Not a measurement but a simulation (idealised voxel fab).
process module | voxel double patterning
cross-section cut | 250 nm wide | cells 5 nm
A cross-section is a grid of square cells, given in bands from the top down. A band is one or more rows of cells.
Each band's line starts with the height of the band's top and of its bottom, in nm. Then come its materials from left to right, each with its width in nm. One material with "throughout" fills the band from edge to edge. "air" is empty space.
Height 0 is the level under which the wafer as received is all one material. The lowest band goes on downwards, as in "0 down".
A width such as "30 to 40" changes by the same amount from each row of cells to the next, from the band's top row to its bottom row.
"no change" after a step means that no cell of the cross-section changed.
closed voids: empty space of 8 cells or more with no open way to the top, each as width x height at its distance from the left edge, in nm
after a step's settings: what the simulator itself notes on the step
overlay nm, on a step with a mask: how far to the right of its planned place the mask lay; to the left if negative
plan
1 op RECEIVE | material Si
2 op CONFORMAL_DEP | material SiO2 | thk nm 10
3 op DIRECTIONAL_DEP | material polySi | thk nm 20
4 op DIRECTIONAL_DEP | material SiN | thk nm 5
5 op MASKED_ETCH | tone open | mask id FIRST | width nm 15 | pitch nm 50 | etch materials SiN | depth nm 5 | overlay nm 0
6 op MASKED_ETCH | tone open | mask id SECOND | width nm 15 | pitch nm 50 | etch materials SiN | depth nm 5 | overlay nm 0
7 op DIRECTIONAL_ETCH | etch materials polySi | depth nm 20
8 op STRIP | etch materials SiN
as received, after step 1
  0 down: Si throughout
  closed voids: none
a wafer at the end: this start, this plan, one mistake
  30 to 10: polySi 65 | air 15 | polySi 5 | air 15 | polySi 15 | air 15 | polySi 5 | air 15 | polySi 15 | air 15 | polySi 70
  10 to 0: SiO2 throughout
  0 down: Si throughout
  closed voids: none
what went wrong: step 6 ran as: op MASKED_ETCH | tone open | mask id SECOND | width nm 15 | pitch nm 50 | etch materials SiN | depth nm 5 | overlay nm -5
